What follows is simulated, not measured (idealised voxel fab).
The process module presented herein is designated voxel self aligned contacts.
For reference, the cross-section in this document is cut, with width 200 nm and square cells of 5 nm.
Bands, listed from the top down, are how a cross-section gets written in this document; the cross-section itself is a grid of square cells, and a band is one or more rows of them.
Read a band's entry like this: the first values are the height of its top and the height of its bottom in nm, and what follows is the sequence of materials from left to right, each with its width in nm. Note that "air" is empty space, and that a single material marked "everywhere" reaches across the band from edge to edge.
Heights are measured from 0, the level below which the as-received wafer is all one material; the lowest band has no bottom and continues downward, written as in "top 0, no bottom".
Graded width ("30..40"): value in top row of band = first number; value in bottom row = second number; row-to-row change constant.
You'll sometimes find "identical to before" written for a step, and that's the way of saying that nowhere in the cross-section did a cell change during that step.
Look at "Catalogued sealed voids" for the closed voids: empty spaces with no open path to the top, sized 8 cells or up. Each is width x height at distance, distance from the left edge, all nm.
The remark found on a step's line after its settings is issued by the simulator itself and pertains to that step.
overlay nm: mask right of planned place by this much (step with mask). Neg. = left.

Below is the list of planned process steps
1. RECEIVE (material Si)
2. CONFORMAL_DEP (material SiO2; thk nm 5)
3. DIRECTIONAL_DEP (material polySi; thk nm 30)
4. DIRECTIONAL_DEP (material SiN; thk nm 20)
5. DIRECTIONAL_DEP (material aC; thk nm 15)
6. PATTERN (tone cover; mask id GATE; material resist; width nm 25; pitch nm 60; thk nm 30; overlay nm 0)
7. DIRECTIONAL_ETCH (etch materials aC; depth nm 15)
8. STRIP (etch materials resist)
9. DIRECTIONAL_ETCH (etch materials SiN; depth nm 20)
10. DIRECTIONAL_ETCH (etch materials polySi; depth nm 30)
11. STRIP (etch materials aC)
12. CONFORMAL_DEP (material SiN; thk nm 10)
13. DIRECTIONAL_ETCH (etch materials SiN; depth nm 10)
14. FILL_DEP (material SiO2; thk nm 15)
15. CMP (height nm 60)
16. MASKED_ETCH (tone open; mask id CONTACT; width nm 45; etch materials SiO2; depth nm 60; overlay nm 0)
17. CONFORMAL_DEP (material TiN; thk nm 5)
18. FILL_DEP (material Ru; thk nm 5)
19. CMP (height nm 60)
20. CONFORMAL_DEP (material SiN; thk nm 5)

Wafer cross-section on receipt, i.e. after step 1
    top 0, no bottom  Si everywhere
    Catalogued sealed voids: none

First of two wafers: cross-section at end of module, run per plan
    top 65, bottom 60  SiN everywhere
    top 60, bottom 55  SiO2=75, TiN=20, Ru=5, TiN=20, SiO2=80
    top 55, bottom 35  SiO2=45, SiN=45, TiN=5, Ru=5, TiN=5, SiN=45, SiO2=50
    top 35, bottom 5  SiO2=45, SiN=10, polySi=25, SiN=10, TiN=5, Ru=5, TiN=5, SiN=10, polySi=25, SiN=10, SiO2=50
    top 5, bottom 0  SiO2=90, TiN=15, SiO2=95
    top 0, no bottom  Si everywhere
    Catalogued sealed voids: none

Cross-section, wafer two of two, end of module: same start and plan as wafer one, one error in execution
    top 65, bottom 60  SiN everywhere
    top 60, bottom 55  SiO2=75, TiN=20, Ru=10, TiN=15, SiO2=80
    top 55, bottom 35  SiO2=50, SiN=40, TiN=5, Ru=10, TiN=5, SiN=40, SiO2=50
    top 35, bottom 5  SiO2=50, SiN=10, polySi=20, SiN=10, TiN=5, Ru=10, TiN=5, SiN=10, polySi=20, SiN=10, SiO2=50
    top 5, bottom 0  SiO2=90, TiN=20, SiO2=90
    top 0, no bottom  Si everywhere
    Catalogued sealed voids: none
Deviation noted in wafer processing: step 6 did not use the planned setting and instead ran as PATTERN (tone cover; mask id GATE; material resist; width nm 20; pitch nm 60; thk nm 30; overlay nm 0)
At the finish, the second wafer shows more or fewer cells for some materials than the first does: +11 Ru, -8 SiN, +9 SiO2, -12 polySi
